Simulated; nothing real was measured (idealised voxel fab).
The following is a process module called voxel ribs on slabs.
Pictured: cross-section cut, 275 nm wide, on a grid of 5 nm square cells.
How to read a cross-section here: the picture is a grid of square cells, written as bands going from the top down, and any band can span one or more rows of cells.
First you get the band's top height and its bottom height, in nm, and then the materials it's made of, left to right, with each width in nm. If you see a single material with "full width", that one covers the band edge to edge. "air" is empty space.
Heights from 0 (as-received wafer is one material below). Bottom band endless downward, as "0 and below".
A width given as "30->40" starts at the first number in the band's top row and ends at the second number in its bottom row, shifting by an equal amount at every step from row to row.
Where a step carries "nothing changed", the cross-section came out of it unchanged, cell for cell.
"Voids, enclosed": sealed empty spaces, 8 cells or more, no open way to top, listed width x height at distance, with distance from the left edge and width, height and distance in nm.
Heads up: the bit after the settings on a step's line is the simulator's remark on that step.
Steps that use a mask can have "overlay nm" on their line. It says how far the mask sat to the right of where it was meant to be. Negative means to the left.
Below is the list of planned process steps
1 RECEIVE | material Si
2 DIRECTIONAL_DEP | material SiO2 | thk nm 30
3 DIRECTIONAL_DEP | material SiN | thk nm 25
4 PATTERN | tone cover | mask id RIB | material resist | width nm 30 | thk nm 20 | overlay nm 0
5 DIRECTIONAL_ETCH | etch materials SiN | depth nm 10
6 STRIP | etch materials resist
7 DIRECTIONAL_DEP | material aC | thk nm 10
8 PATTERN | tone cover | mask id SLAB | material resist | width nm 60 | thk nm 30 | overlay nm 0
9 DIRECTIONAL_ETCH | etch materials aC | depth nm 10
10 STRIP | etch materials resist
11 DIRECTIONAL_ETCH | etch materials SiN | depth nm 15
12 STRIP | etch materials aC
13 FILL_DEP | material SiO2 | thk nm 20
14 CMP | height nm 70
15 DIRECTIONAL_DEP | material TiN | thk nm 10
16 DIRECTIONAL_DEP | material aC | thk nm 15
17 PATTERN | tone cover | mask id HEATER | material resist | width nm 40 | thk nm 35 | overlay nm 0
18 DIRECTIONAL_ETCH | etch materials aC | depth nm 15
19 STRIP | etch materials resist
20 DIRECTIONAL_ETCH | etch materials TiN | depth nm 10
21 STRIP | etch materials aC
22 CONFORMAL_DEP | material SiO2 | thk nm 5
The first wafer of two, processed as planned
So this is the incoming wafer in cross-section - it's already been through step 1
  0 and below  Si full width
  Voids, enclosed: none
Upon completion of step 2, the wafer appears in cross-section as shown
  30 down to 0  SiO2 full width
  Whatever lies below 0 is exactly as it was before.
Upon completion of step 3, the wafer appears in cross-section as shown
  55 down to 30  SiN full width
  Whatever lies below 30 is exactly as it was before.
Upon completion of step 4, the wafer appears in cross-section as shown
  75 down to 55  air 120 / resist 30 / air 125
  Whatever lies below 55 is exactly as it was before.
Upon completion of step 5, the wafer appears in cross-section as shown
  75 down to 55  air 120 / resist 30 / air 125
  55 down to 45  air 120 / SiN 30 / air 125
  Whatever lies below 45 is exactly as it was before.
Upon completion of step 6, the wafer appears in cross-section as shown
  55 down to 45  air 120 / SiN 30 / air 125
  Whatever lies below 45 is exactly as it was before.
Upon completion of step 7, the wafer appears in cross-section as shown
  65 down to 55  air 120 / aC 30 / air 125
  55 down to 45  aC 120 / SiN 30 / aC 125
  Whatever lies below 45 is exactly as it was before.
Upon completion of step 8, the wafer appears in cross-section as shown
  95 down to 65  air 105 / resist 60 / air 110
  65 down to 55  air 105 / resist 15 / aC 30 / resist 15 / air 110
  Whatever lies below 55 is exactly as it was before.
Upon completion of step 9, the wafer appears in cross-section as shown
  85 down to 65  air 105 / resist 60 / air 110
  65 down to 55  air 105 / resist 15 / aC 30 / resist 15 / air 110
  55 down to 45  air 105 / aC 15 / SiN 30 / aC 15 / air 110
  Whatever lies below 45 is exactly as it was before.
Upon completion of step 10, the wafer appears in cross-section as shown
  65 down to 55  air 120 / aC 30 / air 125
  Whatever lies below 55 is exactly as it was before.
Upon completion of step 11, the wafer appears in cross-section as shown
  65 down to 55  air 120 / aC 30 / air 125
  55 down to 45  air 105 / aC 15 / SiN 30 / aC 15 / air 110
  45 down to 30  air 105 / SiN 60 / air 110
  Whatever lies below 30 is exactly as it was before.
Upon completion of step 12, the wafer appears in cross-section as shown
  55 down to 45  air 120 / SiN 30 / air 125
  Whatever lies below 45 is exactly as it was before.
Upon completion of step 13, the wafer appears in cross-section as shown
  75 down to 55  SiO2 full width
  55 down to 45  SiO2 120 / SiN 30 / SiO2 125
  45 down to 30  SiO2 105 / SiN 60 / SiO2 110
  Whatever lies below 30 is exactly as it was before.
Upon completion of step 14, the wafer appears in cross-section as shown
  70 down to 55  SiO2 full width
  Whatever lies below 55 is exactly as it was before.
Upon completion of step 15, the wafer appears in cross-section as shown
  80 down to 70  TiN full width
  Whatever lies below 70 is exactly as it was before.
Upon completion of step 16, the wafer appears in cross-section as shown
  95 down to 80  aC full width
  Whatever lies below 80 is exactly as it was before.
Upon completion of step 17, the wafer appears in cross-section as shown
  130 down to 95  air 115 / resist 40 / air 120
  Whatever lies below 95 is exactly as it was before.
Upon completion of step 18, the wafer appears in cross-section as shown
  115 down to 95  air 115 / resist 40 / air 120
  95 down to 80  air 115 / aC 40 / air 120
  Whatever lies below 80 is exactly as it was before.
Upon completion of step 19, the wafer appears in cross-section as shown
  95 down to 80  air 115 / aC 40 / air 120
  Whatever lies below 80 is exactly as it was before.
Upon completion of step 20, the wafer appears in cross-section as shown
  95 down to 80  air 115 / aC 40 / air 120
  80 down to 70  air 115 / TiN 40 / air 120
  Whatever lies below 70 is exactly as it was before.
Upon completion of step 21, the wafer appears in cross-section as shown
  80 down to 70  air 115 / TiN 40 / air 120
  Whatever lies below 70 is exactly as it was before.
Upon completion of step 22, the wafer appears in cross-section as shown
  85 down to 80  air 110 / SiO2 50 / air 115
  80 down to 75  air 110 / SiO2 5 / TiN 40 / SiO2 5 / air 115
  75 down to 70  SiO2 115 / TiN 40 / SiO2 120
  Whatever lies below 70 is exactly as it was before.
The Second Wafer: Common Origin and Plan, One Mistake in Execution, Identical to the First Through Step 7
What the second wafer looks like in cross-section when step 8 should have wrapped up
  95 down to 65  air 95 / resist 60 / air 120
  65 down to 55  air 95 / resist 25 / aC 30 / resist 5 / air 120
  Whatever lies below 55 is exactly as it was before.
What the second wafer looks like in cross-section when step 9 should have wrapped up
  85 down to 65  air 95 / resist 60 / air 120
  65 down to 55  air 95 / resist 25 / aC 30 / resist 5 / air 120
  55 down to 45  air 95 / aC 25 / SiN 30 / aC 5 / air 120
  Whatever lies below 45 is exactly as it was before.
What the second wafer looks like in cross-section when step 10 should have wrapped up
  65 down to 55  air 120 / aC 30 / air 125
  Whatever lies below 55 is exactly as it was before.
What the second wafer looks like in cross-section when step 11 should have wrapped up
  65 down to 55  air 120 / aC 30 / air 125
  55 down to 45  air 95 / aC 25 / SiN 30 / aC 5 / air 120
  45 down to 30  air 95 / SiN 60 / air 120
  Whatever lies below 30 is exactly as it was before.
What the second wafer looks like in cross-section when step 12 should have wrapped up
  55 down to 45  air 120 / SiN 30 / air 125
  Whatever lies below 45 is exactly as it was before.
What the second wafer looks like in cross-section when step 13 should have wrapped up
  75 down to 55  SiO2 full width
  55 down to 45  SiO2 120 / SiN 30 / SiO2 125
  45 down to 30  SiO2 95 / SiN 60 / SiO2 120
  Whatever lies below 30 is exactly as it was before.
What the second wafer looks like in cross-section when step 14 should have wrapped up
  70 down to 55  SiO2 full width
  Whatever lies below 55 is exactly as it was before.
What the second wafer looks like in cross-section when step 15 should have wrapped up
  80 down to 70  TiN full width
  Whatever lies below 70 is exactly as it was before.
What the second wafer looks like in cross-section when step 16 should have wrapped up
  95 down to 80  aC full width
  Whatever lies below 80 is exactly as it was before.
What the second wafer looks like in cross-section when step 17 should have wrapped up
  130 down to 95  air 115 / resist 40 / air 120
  Whatever lies below 95 is exactly as it was before.
What the second wafer looks like in cross-section when step 18 should have wrapped up
  115 down to 95  air 115 / resist 40 / air 120
  95 down to 80  air 115 / aC 40 / air 120
  Whatever lies below 80 is exactly as it was before.
What the second wafer looks like in cross-section when step 19 should have wrapped up
  95 down to 80  air 115 / aC 40 / air 120
  Whatever lies below 80 is exactly as it was before.
What the second wafer looks like in cross-section when step 20 should have wrapped up
  95 down to 80  air 115 / aC 40 / air 120
  80 down to 70  air 115 / TiN 40 / air 120
  Whatever lies below 70 is exactly as it was before.
What the second wafer looks like in cross-section when step 21 should have wrapped up
  80 down to 70  air 115 / TiN 40 / air 120
  Whatever lies below 70 is exactly as it was before.
What the second wafer looks like in cross-section when step 22 should have wrapped up
  85 down to 80  air 110 / SiO2 50 / air 115
  80 down to 75  air 110 / SiO2 5 / TiN 40 / SiO2 5 / air 115
  75 down to 70  SiO2 115 / TiN 40 / SiO2 120
  Whatever lies below 70 is exactly as it was before.
Heads up, the wafer didn't run the way we planned it: it should be noted that step 8 was executed with settings other than those planned, the operation and settings actually applied being PATTERN | tone cover | mask id SLAB | material resist | width nm 60 | thk nm 30 | overlay nm -10
When the process is done, the second wafer contains the same cell count of every material as the first wafer, but distributed over other locations.
